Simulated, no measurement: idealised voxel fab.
process module | voxel wiring stack
cross-section cut | 220 nm wide | cells 5 nm
A cross-section is a grid of square cells, given in bands from the top down. A band is one or more rows of cells.
Each band's line starts with the height of the band's top and of its bottom, in nm. Then come its materials from left to right, each with its width in nm. One material with "throughout" fills the band from edge to edge. "air" is empty space.
Height 0 is the level under which the wafer as received is all one material. The lowest band goes on downwards, as in "0 down".
A width such as "30 to 40" changes by the same amount from each row of cells to the next, from the band's top row to its bottom row.
"no change" after a step means that no cell of the cross-section changed.
closed voids: empty space of 8 cells or more with no open way to the top, each as width x height at its distance from the left edge, in nm
after a step's settings: what the simulator itself notes on the step
overlay nm, on a step with a mask: how far to the right of its planned place the mask lay; to the left if negative
plan
1 op RECEIVE | material Si
2 op CONFORMAL_DEP | material SiO2 | thk nm 15
3 op CONFORMAL_DEP | material SiN | thk nm 5
4 op DIRECTIONAL_DEP | material SiO2 | thk nm 25
5 op MASKED_ETCH | tone open | mask id METAL_1 | width nm 25 | pitch nm 45 | etch materials SiO2 | depth nm 25 | overlay nm 0
6 op MASKED_ETCH | tone open | mask id METAL_1 | width nm 25 | pitch nm 45 | etch materials SiN | depth nm 5 | overlay nm 0
7 op CONFORMAL_DEP | material TiN | thk nm 5
8 op FILL_DEP | material Cu | thk nm 10
9 op CMP | height nm 45
10 op CONFORMAL_DEP | material SiCN | thk nm 5
11 op DIRECTIONAL_DEP | material SiO2 | thk nm 15
12 op MASKED_ETCH | tone open | mask id PLUG_1 | width nm 15 | pitch nm 45 | etch materials SiO2 | depth nm 15 | overlay nm 0
13 op MASKED_ETCH | tone open | mask id PLUG_1 | width nm 15 | pitch nm 45 | etch materials SiCN | depth nm 5 | overlay nm 0
14 op EPI | material Ru | thk nm 10
15 op EPI | material Ru | thk nm 10
16 op CONFORMAL_DEP | material SiN | thk nm 5
17 op DIRECTIONAL_DEP | material lowk | thk nm 20
18 op PATTERN | tone open | mask id METAL_2 | material resist | width nm 25 | pitch nm 45 | thk nm 20 | overlay nm 0
19 op DIRECTIONAL_ETCH | etch materials lowk | depth nm 20
20 op DIRECTIONAL_ETCH | etch materials SiN | depth nm 5
21 op STRIP | etch materials resist
22 op CONFORMAL_DEP | material TiN | thk nm 5
23 op FILL_DEP | material Cu | thk nm 10
24 op CMP | height nm 90
25 op CONFORMAL_DEP | material SiCN | thk nm 5
26 op DIRECTIONAL_DEP | material SiO2 | thk nm 30
27 op MASKED_ETCH | tone open | mask id METAL_3_HOLES | width nm 15 | pitch nm 45 | etch materials SiO2 | depth nm 30 | overlay nm 0
28 op MASKED_ETCH | tone open | mask id METAL_3 | width nm 25 | pitch nm 45 | etch materials SiO2 | depth nm 20 | overlay nm 0
29 op MASKED_ETCH | tone open | mask id METAL_3 | width nm 25 | pitch nm 45 | etch materials SiCN | depth nm 5 | overlay nm 0
30 op CONFORMAL_DEP | material TiN | thk nm 5
31 op FILL_DEP | material Cu | thk nm 10
32 op CMP | height nm 125
33 op CONFORMAL_DEP | material SiCN | thk nm 5
34 op DIRECTIONAL_DEP | material lowk | thk nm 25
35 op MASKED_ETCH | tone open | mask id METAL_4_HOLES | width nm 15 | pitch nm 90 | etch materials lowk | depth nm 25 | overlay nm 0
36 op PATTERN | tone open | mask id METAL_4 | material resist | width nm 25 | pitch nm 45 | thk nm 20 | overlay nm 0
37 op DIRECTIONAL_ETCH | etch materials lowk | depth nm 15
38 op DIRECTIONAL_ETCH | etch materials SiCN | depth nm 5
39 op STRIP | etch materials resist
40 op CONFORMAL_DEP | material TiN | thk nm 5
41 op FILL_DEP | material Cu | thk nm 10
42 op CMP | height nm 155
43 op CONFORMAL_DEP | material SiCN | thk nm 5
as received, after step 1
  0 down: Si throughout
  closed voids: none
first wafer at the end, as planned
  160 to 155: SiCN throughout
  155 to 145: lowk 50 | TiN 5 | Cu 15 | TiN 5 | lowk 20 | TiN 5 | Cu 15 | TiN 5 | lowk 20 | TiN 5 | Cu 15 | TiN 5 | lowk 55
  145 to 140: lowk 50 | TiN 5 | Cu 5 | TiN 15 | lowk 20 | TiN 25 | lowk 20 | TiN 5 | Cu 5 | TiN 15 | lowk 55
  140 to 130: lowk 50 | TiN 5 | Cu 5 | TiN 5 | lowk 75 | TiN 5 | Cu 5 | TiN 5 | lowk 65
  130 to 125: SiCN 50 | TiN 15 | SiCN 75 | TiN 15 | SiCN 65
  125 to 110: SiO2 50 | TiN 5 | Cu 15 | TiN 5 | SiO2 20 | TiN 5 | Cu 15 | TiN 5 | SiO2 20 | TiN 5 | Cu 15 | TiN 5 | SiO2 55
  110 to 105: SiO2 50 | TiN 5 | Cu 5 | TiN 15 | SiO2 20 | TiN 5 | Cu 5 | TiN 15 | SiO2 20 | TiN 5 | Cu 5 | TiN 15 | SiO2 55
  105 to 95: SiO2 50 | TiN 5 | Cu 5 | TiN 5 | SiO2 30 | TiN 5 | Cu 5 | TiN 5 | SiO2 30 | TiN 5 | Cu 5 | TiN 5 | SiO2 65
  95 to 90: SiCN 50 | TiN 15 | SiCN 30 | TiN 15 | SiCN 30 | TiN 15 | SiCN 65
  90 to 70: lowk 50 | TiN 5 | Cu 15 | TiN 5 | lowk 20 | TiN 5 | Cu 15 | TiN 5 | lowk 20 | TiN 5 | Cu 15 | TiN 5 | lowk 55
  70 to 65: SiN 50 | TiN 25 | SiN 20 | TiN 25 | SiN 20 | TiN 25 | SiN 55
  65 to 50: SiO2 50 | Ru 15 | SiO2 30 | Ru 15 | SiO2 30 | Ru 15 | SiO2 65
  50 to 45: SiCN 50 | Ru 15 | SiCN 30 | Ru 15 | SiCN 30 | Ru 15 | SiCN 65
  45 to 20: SiO2 50 | TiN 5 | Cu 15 | TiN 5 | SiO2 20 | TiN 5 | Cu 15 | TiN 5 | SiO2 20 | TiN 5 | Cu 15 | TiN 5 | SiO2 55
  20 to 15: SiN 50 | TiN 25 | SiN 20 | TiN 25 | SiN 20 | TiN 25 | SiN 55
  15 to 0: SiO2 throughout
  0 down: Si throughout
  closed voids: none
second wafer at the end: like start, like plan, one mistake
  160 to 155: SiCN throughout
  155 to 145: lowk 50 | TiN 5 | Cu 15 | TiN 5 | lowk 20 | TiN 5 | Cu 15 | TiN 5 | lowk 20 | TiN 5 | Cu 15 | TiN 5 | lowk 55
  145 to 140: lowk 50 | TiN 5 | Cu 5 | TiN 15 | lowk 20 | TiN 25 | lowk 20 | TiN 5 | Cu 5 | TiN 15 | lowk 55
  140 to 130: lowk 50 | TiN 5 | Cu 5 | TiN 5 | lowk 75 | TiN 5 | Cu 5 | TiN 5 | lowk 65
  130 to 125: SiCN 50 | TiN 15 | SiCN 75 | TiN 15 | SiCN 65
  125 to 110: SiO2 50 | TiN 5 | Cu 5 | TiN 5 | SiO2 30 | TiN 5 | Cu 5 | TiN 5 | SiO2 30 | TiN 5 | Cu 5 | TiN 5 | SiO2 65
  110 to 105: SiO2 50 | TiN 15 | SiO2 30 | TiN 15 | SiO2 30 | TiN 15 | SiO2 65
  105 to 95: SiO2 throughout
  95 to 90: SiCN throughout
  90 to 70: lowk 50 | TiN 5 | Cu 15 | TiN 5 | lowk 20 | TiN 5 | Cu 15 | TiN 5 | lowk 20 | TiN 5 | Cu 15 | TiN 5 | lowk 55
  70 to 65: SiN 50 | TiN 25 | SiN 20 | TiN 25 | SiN 20 | TiN 25 | SiN 55
  65 to 50: SiO2 50 | Ru 15 | SiO2 30 | Ru 15 | SiO2 30 | Ru 15 | SiO2 65
  50 to 45: SiCN 50 | Ru 15 | SiCN 30 | Ru 15 | SiCN 30 | Ru 15 | SiCN 65
  45 to 20: SiO2 50 | TiN 5 | Cu 15 | TiN 5 | SiO2 20 | TiN 5 | Cu 15 | TiN 5 | SiO2 20 | TiN 5 | Cu 15 | TiN 5 | SiO2 55
  20 to 15: SiN 50 | TiN 25 | SiN 20 | TiN 25 | SiN 20 | TiN 25 | SiN 55
  15 to 0: SiO2 throughout
  0 down: Si throughout
  closed voids: none
what went wrong: step 26 was run twice
at the end the second wafer has, in cells: 27 fewer of Cu | 9 more of SiCN | 42 more of SiO2 | 24 fewer of TiN
